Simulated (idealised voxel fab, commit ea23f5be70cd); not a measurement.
The following process module bears the name voxel capacitor over wiring.
The width of the displayed cross-section, cut, is 280 nm; its cells are square, with a size of 5 nm.
In what follows, cross-sections appear as grids of square cells, described through bands that run from the top down, where every band is one or more rows of cells. Read a band's entry like this: the first values are the height of its top and the height of its bottom in nm, and what follows is the sequence of materials from left to right, each with its width in nm. Note that "air" is empty space, and that a single material marked "all across" reaches across the band from edge to edge. The reference from which all heights are counted is 0, the level beneath which the as-received wafer is entirely one material; the lowest band, having no lower bound, proceeds downward and is written after the example "z 0 and below". Per-row width for "30 to 40": begins at first number (top row of band), ends at second number (bottom row), increment between rows held constant. A step reported as "no alteration" is a step in which no cell of the cross-section changed. This entry, "Sealed void inventory", enumerates those empty regions of no fewer than 8 cells that possess no open connection to the top. Each region is reported in the form width x height at distance, the distance being taken from the left edge, with all three quantities expressed in nm. after a step's settings: what the simulator itself notes on the step. "overlay nm" on a masked step: distance the mask lay right of its planned place, negative for left.
# Set out below are the planned steps of the process
1) RECEIVE | material Si
2) CONFORMAL_DEP | material SiO2 | thk nm 15
3) CONFORMAL_DEP | material SiCN | thk nm 5
4) DIRECTIONAL_DEP | material lowk | thk nm 25
5) PATTERN | tone open | mask id METAL_1 | material resist | width nm 20 | pitch nm 90 | thk nm 15 | overlay nm 0
6) DIRECTIONAL_ETCH | etch materials lowk | depth nm 25
7) DIRECTIONAL_ETCH | etch materials SiCN | depth nm 5
8) STRIP | etch materials resist
9) CONFORMAL_DEP | material TiN | thk nm 5
10) FILL_DEP | material W | thk nm 5
11) CMP | height nm 45
12) EPI | material Ru | thk nm 5
13) FILL_DEP | material SiCN | thk nm 5
14) DIRECTIONAL_DEP | material SiO2 | thk nm 20
15) MASKED_ETCH | tone open | mask id PLUG_1 | width nm 15 | etch materials SiO2 | depth nm 20 | overlay nm 0
16) MASKED_ETCH | tone open | mask id PLUG_1 | width nm 15 | etch materials SiCN | depth nm 5 | overlay nm 0
17) CONFORMAL_DEP | material TiN | thk nm 5
18) FILL_DEP | material W | thk nm 10
19) CMP | height nm 75
20) DIRECTIONAL_DEP | material TiN | thk nm 5
21) DIRECTIONAL_DEP | material SiN | thk nm 5
22) DIRECTIONAL_DEP | material TiN | thk nm 5
23) MASKED_ETCH | tone cover | mask id UPPER_PLATE | width nm 75 | etch materials TiN | depth nm 5 | overlay nm 0
24) MASKED_ETCH | tone cover | mask id UPPER_PLATE | width nm 75 | etch materials SiN | depth nm 5 | overlay nm 0
25) MASKED_ETCH | tone cover | mask id LOWER_PLATE | width nm 85 | etch materials TiN | depth nm 5 | overlay nm 0
26) FILL_DEP | material SiO2 | thk nm 20
27) CMP | height nm 105
28) PATTERN | tone open | mask id PLUG_2 | material resist | width nm 15 | thk nm 15 | overlay nm 0
29) DIRECTIONAL_ETCH | etch materials SiO2 | depth nm 15
30) STRIP | etch materials resist
31) CONFORMAL_DEP | material TiN | thk nm 5
32) FILL_DEP | material W | thk nm 10
33) CMP | height nm 105
34) CONFORMAL_DEP | material SiN | thk nm 5
Heads up: all these wafers start the same, and what changes between them is the width nm in step 15. The value you see in the plan is just what the first wafer got.
# So this is the first of several wafers, cross-sectioned as it came to us, meaning it's at the end of step 1
z 0 and below: Si all across
Sealed void inventory: none
# Post step 34, the closing step of the module: first of several wafers, cross-sectioned
z 110 to 105: SiN all across
z 105 to 95: SiO2 100 / TiN 5 / W 5 / TiN 5 / SiO2 165
z 95 to 85: SiO2 100 to 90 / TiN 15 to 75 / SiO2 165 to 115
z 85 to 80: SiO2 90 / SiN 75 / SiO2 115
z 80 to 75: SiO2 85 / TiN 85 / SiO2 110
z 75 to 55: SiO2 90 / TiN 5 / W 5 / TiN 5 / SiO2 175
z 55 to 50: SiCN 90 / TiN 15 / SiCN 175
z 50 to 45: SiCN 80 / Ru 30 / SiCN 60 / Ru 30 / SiCN 80
z 45 to 20: lowk 85 / TiN 5 / W 10 / TiN 5 / lowk 70 / TiN 5 / W 10 / TiN 5 / lowk 85
z 20 to 15: SiCN 85 / TiN 20 / SiCN 70 / TiN 20 / SiCN 85
z 15 to 0: SiO2 all across
z 0 and below: Si all across
Sealed void inventory: none
# Final wafer of several, shown in cross-section at the end of the module
z 110 to 105: SiN all across
z 105 to 95: SiO2 100 / TiN 5 / W 5 / TiN 5 / SiO2 165
z 95 to 85: SiO2 100 to 90 / TiN 15 to 75 / SiO2 165 to 115
z 85 to 80: SiO2 90 / SiN 75 / SiO2 115
z 80 to 75: SiO2 85 / TiN 85 / SiO2 110
z 75 to 60: SiO2 85 / TiN 5 / W 20 / TiN 5 / SiO2 165
z 60 to 55: SiO2 85 / TiN 10 / W 5 / TiN 15 / SiO2 165
z 55 to 50: SiCN 90 / TiN 15 / SiCN 175
z 50 to 45: SiCN 80 / Ru 30 / SiCN 60 / Ru 30 / SiCN 80
z 45 to 20: lowk 85 / TiN 5 / W 10 / TiN 5 / lowk 70 / TiN 5 / W 10 / TiN 5 / lowk 85
z 20 to 15: SiCN 85 / TiN 20 / SiCN 70 / TiN 20 / SiCN 85
z 15 to 0: SiO2 all across
z 0 and below: Si all across
Sealed void inventory: none
# Gained (+) or lost (-) cells of each material since receipt, then closed voids: one row per wafer, at the end of the module
width nm 15 | +12 Ru | +145 SiCN | +71 SiN | +660 SiO2 | +78 TiN | +26 W | +240 lowk | Sealed void inventory: none
width nm 20 | +12 Ru | +145 SiCN | +71 SiN | +656 SiO2 | +79 TiN | +29 W | +240 lowk | Sealed void inventory: none
width nm 25 | +12 Ru | +145 SiCN | +71 SiN | +652 SiO2 | +80 TiN | +32 W | +240 lowk | Sealed void inventory: none
width nm 30 | +12 Ru | +145 SiCN | +71 SiN | +648 SiO2 | +81 TiN | +35 W | +240 lowk | Sealed void inventory: none
